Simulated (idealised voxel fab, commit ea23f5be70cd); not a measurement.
Module name: voxel spacer lines (process module)
The width of the displayed cross-section, cut, is 200 nm; its cells are square, with a size of 5 nm.
Think of the cross-section as a grid of square cells. We describe it in bands, top to bottom, and each band covers one or more rows of those cells. Quick guide to a band line: top height, bottom height (nm) up front; then every material left to right with its width in nm. Only one material and it's marked "throughout"? Then it fills the band edge to edge. And "empty" just means empty space. Beneath 0, the wafer as received is one material, and that level is where height counting begins. The lowest band goes on downward without a bottom; it is written like "top 0, no bottom". The two numbers in a width such as "30..40" mark its ends across the band: the first belongs to the top row of cells, the second to the bottom row, and from each row to the next the width moves by the same amount. "no modifications", as given for a step, is the statement that not any cell of the cross-section underwent a change during that step. Closed-off voids of 8+ cells (no open route to the top) go in "Enclosed cavities", written width x height at distance from the left edge, in nm. Formally, on a step line, whatever follows the settings is a remark that the simulator itself makes on the step. overlay nm: step with mask; distance mask lay right of planned place; negative value = left of planned place.
# Process steps foreseen in the plan
1 op RECEIVE | material Si
2 op CONFORMAL_DEP | material Al2O3 | thk nm 10
3 op DIRECTIONAL_DEP | material TiN | thk nm 20
4 op DIRECTIONAL_DEP | material polySi | thk nm 30
5 op PATTERN | tone cover | mask id MANDREL | material resist | width nm 20 | pitch nm 60 | thk nm 35 | overlay nm 0
6 op DIRECTIONAL_ETCH | etch materials polySi | depth nm 30
7 op STRIP | etch materials resist
8 op CONFORMAL_DEP | material SiO2 | thk nm 10
9 op DIRECTIONAL_ETCH | etch materials SiO2 | depth nm 10
10 op STRIP | etch materials polySi
11 op DIRECTIONAL_ETCH | etch materials TiN | depth nm 20
12 op STRIP | etch materials SiO2
13 op FILL_DEP | material lowk | thk nm 5
14 op CMP | height nm 30
# First of two wafers, with the run carried out as planned
# Cross-section, incoming material, after step 1
* top 0, no bottom: Si throughout
* Enclosed cavities: none
# How the wafer stands in section after step 2
* top 10, bottom 0: Al2O3 throughout
* Under the height 0 nothing was changed.
# How the wafer stands in section after step 3
* top 30, bottom 10: TiN throughout
* Under the height 10 nothing was changed.
# How the wafer stands in section after step 4
* top 60, bottom 30: polySi throughout
* Under the height 30 nothing was changed.
# How the wafer stands in section after step 5
* top 95, bottom 60: empty: 60, then resist: 20, then empty: 40, then resist: 20, then empty: 60
* Under the height 60 nothing was changed.
# How the wafer stands in section after step 6
* top 95, bottom 60: empty: 60, then resist: 20, then empty: 40, then resist: 20, then empty: 60
* top 60, bottom 30: empty: 60, then polySi: 20, then empty: 40, then polySi: 20, then empty: 60
* Under the height 30 nothing was changed.
# How the wafer stands in section after step 7
* top 60, bottom 30: empty: 60, then polySi: 20, then empty: 40, then polySi: 20, then empty: 60
* Under the height 30 nothing was changed.
# How the wafer stands in section after step 8
* top 70, bottom 60: empty: 50, then SiO2: 40, then empty: 20, then SiO2: 40, then empty: 50
* top 60, bottom 40: empty: 50, then SiO2: 10, then polySi: 20, then SiO2: 10, then empty: 20, then SiO2: 10, then polySi: 20, then SiO2: 10, then empty: 50
* top 40, bottom 30: SiO2: 60, then polySi: 20, then SiO2: 40, then polySi: 20, then SiO2: 60
* Under the height 30 nothing was changed.
# How the wafer stands in section after step 9
* top 60, bottom 30: empty: 50, then SiO2: 10, then polySi: 20, then SiO2: 10, then empty: 20, then SiO2: 10, then polySi: 20, then SiO2: 10, then empty: 50
* Under the height 30 nothing was changed.
# How the wafer stands in section after step 10
* top 60, bottom 30: empty: 50, then SiO2: 10, then empty: 20, then SiO2: 10, then empty: 20, then SiO2: 10, then empty: 20, then SiO2: 10, then empty: 50
* Under the height 30 nothing was changed.
# How the wafer stands in section after step 11
* top 60, bottom 30: empty: 50, then SiO2: 10, then empty: 20, then SiO2: 10, then empty: 20, then SiO2: 10, then empty: 20, then SiO2: 10, then empty: 50
* top 30, bottom 10: empty: 50, then TiN: 10, then empty: 20, then TiN: 10, then empty: 20, then TiN: 10, then empty: 20, then TiN: 10, then empty: 50
* Under the height 10 nothing was changed.
# How the wafer stands in section after step 12
* top 30, bottom 10: empty: 50, then TiN: 10, then empty: 20, then TiN: 10, then empty: 20, then TiN: 10, then empty: 20, then TiN: 10, then empty: 50
* Under the height 10 nothing was changed.
# How the wafer stands in section after step 13
* top 35, bottom 30: lowk throughout
* top 30, bottom 10: lowk: 50, then TiN: 10, then lowk: 20, then TiN: 10, then lowk: 20, then TiN: 10, then lowk: 20, then TiN: 10, then lowk: 50
* Under the height 10 nothing was changed.
# How the wafer stands in section after step 14
* top 30, bottom 10: lowk: 50, then TiN: 10, then lowk: 20, then TiN: 10, then lowk: 20, then TiN: 10, then lowk: 20, then TiN: 10, then lowk: 50
* Under the height 10 nothing was changed.
# What follows concerns the second wafer, which started out like the first and was meant to follow the very same plan; one mistake crept in when it was run, but everything up to and including step 1 is the same as for the first wafer
# Second wafer: cross-section at the scheduled end of step 2
* top 20, bottom 0: TiN throughout
* Under the height 0 nothing was changed.
# Second wafer: cross-section at the scheduled end of step 3
* top 30, bottom 20: Al2O3 throughout
* Under the height 20 nothing was changed.
# Second wafer: cross-section at the scheduled end of step 4
* top 60, bottom 30: polySi throughout
* Under the height 30 nothing was changed.
# Second wafer: cross-section at the scheduled end of step 5
* top 95, bottom 60: empty: 60, then resist: 20, then empty: 40, then resist: 20, then empty: 60
* Under the height 60 nothing was changed.
# Second wafer: cross-section at the scheduled end of step 6
* top 95, bottom 60: empty: 60, then resist: 20, then empty: 40, then resist: 20, then empty: 60
* top 60, bottom 30: empty: 60, then polySi: 20, then empty: 40, then polySi: 20, then empty: 60
* Under the height 30 nothing was changed.
# Second wafer: cross-section at the scheduled end of step 7
* top 60, bottom 30: empty: 60, then polySi: 20, then empty: 40, then polySi: 20, then empty: 60
* Under the height 30 nothing was changed.
# Second wafer: cross-section at the scheduled end of step 8
* top 70, bottom 60: empty: 50, then SiO2: 40, then empty: 20, then SiO2: 40, then empty: 50
* top 60, bottom 40: empty: 50, then SiO2: 10, then polySi: 20, then SiO2: 10, then empty: 20, then SiO2: 10, then polySi: 20, then SiO2: 10, then empty: 50
* top 40, bottom 30: SiO2: 60, then polySi: 20, then SiO2: 40, then polySi: 20, then SiO2: 60
* Under the height 30 nothing was changed.
# Second wafer: cross-section at the scheduled end of step 9
* top 60, bottom 30: empty: 50, then SiO2: 10, then polySi: 20, then SiO2: 10, then empty: 20, then SiO2: 10, then polySi: 20, then SiO2: 10, then empty: 50
* Under the height 30 nothing was changed.
# Second wafer: cross-section at the scheduled end of step 10
* top 60, bottom 30: empty: 50, then SiO2: 10, then empty: 20, then SiO2: 10, then empty: 20, then SiO2: 10, then empty: 20, then SiO2: 10, then empty: 50
* Under the height 30 nothing was changed.
Second wafer: cross-section at the scheduled end of step 11: no modifications
# Second wafer: cross-section at the scheduled end of step 12
* top 30, bottom 20: Al2O3 throughout
* Under the height 20 nothing was changed.
# Second wafer: cross-section at the scheduled end of step 13
* top 35, bottom 30: lowk throughout
* Under the height 30 nothing was changed.
# Second wafer: cross-section at the scheduled end of step 14
* top 30, bottom 20: Al2O3 throughout
* Under the height 20 nothing was changed.
Where did the run depart from the plan? steps 2 and 3 swapped
Per the end-of-run cell counts, the second wafer holds more or fewer of some materials than the first: TiN: 128 more, lowk: 128 fewer
